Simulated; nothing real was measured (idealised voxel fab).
Process module, titled voxel transistor to metal
Cross-section cut: width 290 nm, square cells of 5 nm.
When this document writes out a cross-section, it uses a grid of square cells and lists it as bands, beginning at the top and moving down, with a band standing for one or more rows of cells. It is stipulated that each band's entry specify, in nanometres, the height of the top of the band and then that of its bottom, followed by the materials of the band in left-to-right sequence, each together with its width in nanometres. A single material marked by the word "full width" is understood to fill the band from edge to edge; the word "empty" is understood to denote empty space. We count height from 0. Below that, the starting wafer is all one material. The lowest band never ends at the bottom but goes on down; see "0 nm and below" for how that is written. So if you see something like "30->40" for the width, read it as the top row of the band sitting at the first number and the bottom row at the second, with every row in between moving by the same amount as the last. "no change" (step): cross-section cells unchanged, all of them. Reported under the label "Closed void listing" are the empty spaces having no open way to the top and comprising 8 cells or more; the notation for each is width x height at distance, in which the distance is measured from the left edge and all three values are in nm. What comes after the settings on a step's line is commentary from the simulator itself on that step. The setting "overlay nm" may be written on the line of a step. When the step uses a mask, the value reports how far to the right of the planned place the mask lay, and a negative value reports that it lay to the left.
-- This section lists the process steps that were planned
1,RECEIVE,material Si
2,CONFORMAL_DEP,material SiO2,thk nm 5
3,CONFORMAL_DEP,material SiN,thk nm 15
4,PATTERN,tone cover,mask id ACTIVE,material resist,width nm 105,pitch nm 125,thk nm 15,overlay nm 0
5,DIRECTIONAL_ETCH,etch materials SiN,depth nm 15
6,DIRECTIONAL_ETCH,etch materials SiO2,depth nm 5
7,DIRECTIONAL_ETCH,etch materials Si,depth nm 25
8,STRIP,etch materials resist
9,FILL_DEP,material SiO2,thk nm 15
10,CMP,height nm 20
11,SELECTIVE_ETCH,etch materials SiO2,depth nm 5
12,STRIP,etch materials SiN
13,SELECTIVE_ETCH,etch materials SiO2,depth nm 5
14,OXIDIZE,depth nm 5
15,DIRECTIONAL_DEP,material polySi,thk nm 30
16,DIRECTIONAL_DEP,material SiCN,thk nm 15
17,PATTERN,tone cover,mask id GATE,material resist,width nm 35,pitch nm 125,thk nm 15,overlay nm 0
18,DIRECTIONAL_ETCH,etch materials SiCN,depth nm 25
19,DIRECTIONAL_ETCH,etch materials polySi,depth nm 40
20,STRIP,etch materials resist
21,CONFORMAL_DEP,material SiN,thk nm 5
22,DIRECTIONAL_ETCH,etch materials SiN,depth nm 5
23,DIRECTIONAL_ETCH,etch materials SiO2,depth nm 5
24,EPI,material pSi,thk nm 5
25,FILL_DEP,material SiO2,thk nm 10
26,CMP,height nm 30
27,STRIP,etch materials polySi
28,SELECTIVE_ETCH,etch materials SiO2,depth nm 5
29,CONFORMAL_DEP,material HfO2,thk nm 5
30,CONFORMAL_DEP,material TiN,thk nm 5
31,FILL_DEP,material W,thk nm 5
32,CMP,height nm 25
33,DIRECTIONAL_DEP,material SiO2,thk nm 15
34,MASKED_ETCH,tone open,mask id CONTACT,width nm 15,etch materials SiO2,depth nm 40,overlay nm 0
35,CONFORMAL_DEP,material TiN,thk nm 5
36,FILL_DEP,material Ru,thk nm 5
37,CMP,height nm 40
38,CONFORMAL_DEP,material SiCN,thk nm 5
39,DIRECTIONAL_DEP,material SiO2,thk nm 25
40,PATTERN,tone open,mask id METAL_1,material resist,width nm 15,thk nm 20,overlay nm 0
41,DIRECTIONAL_ETCH,etch materials SiO2,depth nm 25
42,DIRECTIONAL_ETCH,etch materials SiCN,depth nm 5
43,STRIP,etch materials resist
44,CONFORMAL_DEP,material TiN,thk nm 5
45,FILL_DEP,material Ru,thk nm 10
46,CMP,height nm 70
47,CONFORMAL_DEP,material SiCN,thk nm 5
-- This is the cross-section of the wafer as we received it, i.e. after step 1
- 0 nm and below = Si full width
- Closed void listing: none
-- One mistake in running the module, otherwise start and plan as above: cross-section at the end
- 85 nm to 80 nm = SiCN full width
- 80 nm to 75 nm = Ru full width
- 75 nm to 70 nm = TiN=40; Ru=5; TiN=75; Ru=5; TiN=40; Ru=5; TiN=75; Ru=5; TiN=40
- 70 nm to 45 nm = SiO2=35; TiN=5; Ru=5; TiN=5; SiO2=65; TiN=5; Ru=5; TiN=5; SiO2=30; TiN=5; Ru=5; TiN=5; SiO2=65; TiN=5; Ru=5; TiN=5; SiO2=35
- 45 nm to 40 nm = SiCN=35; TiN=15; SiCN=65; TiN=15; SiCN=30; TiN=15; SiCN=65; TiN=15; SiCN=35
- 40 nm to 25 nm = SiO2=35; TiN=5; Ru=5; TiN=5; SiO2=65; TiN=5; Ru=5; TiN=5; SiO2=30; TiN=5; Ru=5; TiN=5; SiO2=65; TiN=5; Ru=5; TiN=5; SiO2=35
- 25 nm to 10 nm = SiO2=35; TiN=5; Ru=5; TiN=5; SiO2=10; SiN=5; HfO2=5; TiN=5; W=15; TiN=5; HfO2=5; SiN=5; SiO2=10; TiN=5; Ru=5; TiN=5; SiO2=30; TiN=5; Ru=5; TiN=5; SiO2=10; SiN=5; HfO2=5; TiN=5; W=15; TiN=5; HfO2=5; SiN=5; SiO2=10; TiN=5; Ru=5; TiN=5; SiO2=35
- 10 nm to 5 nm = SiO2=25; SiN=5; SiO2=5; TiN=5; Ru=5; TiN=5; SiO2=10; SiN=5; HfO2=5; TiN=5; W=15; TiN=5; HfO2=5; SiN=5; SiO2=10; TiN=5; Ru=5; TiN=5; SiO2=5; SiN=5; SiO2=10; SiN=5; SiO2=5; TiN=5; Ru=5; TiN=5; SiO2=10; SiN=5; HfO2=5; TiN=5; W=15; TiN=5; HfO2=5; SiN=5; SiO2=10; TiN=5; Ru=5; TiN=5; SiO2=5; SiN=5; SiO2=25
- 5 nm to 0 nm = SiO2=25; SiN=5; SiO2=5; TiN=15; SiO2=10; SiN=5; HfO2=5; TiN=25; HfO2=5; SiN=5; SiO2=10; TiN=15; SiO2=5; SiN=5; SiO2=10; SiN=5; SiO2=5; TiN=15; SiO2=10; SiN=5; HfO2=5; TiN=25; HfO2=5; SiN=5; SiO2=10; TiN=15; SiO2=5; SiN=5; SiO2=25
- 0 nm to -5 nm = SiO2=30; pSi=30; HfO2=45; pSi=30; SiO2=20; pSi=30; HfO2=45; pSi=30; SiO2=30
- -5 nm to -25 nm = SiO2=30; Si=105; SiO2=20; Si=105; SiO2=30
- -25 nm and below = Si full width
- Closed void listing: none
What broke from the plan during processing? step 46: run off-plan, actual operation and settings CMP,height nm 80
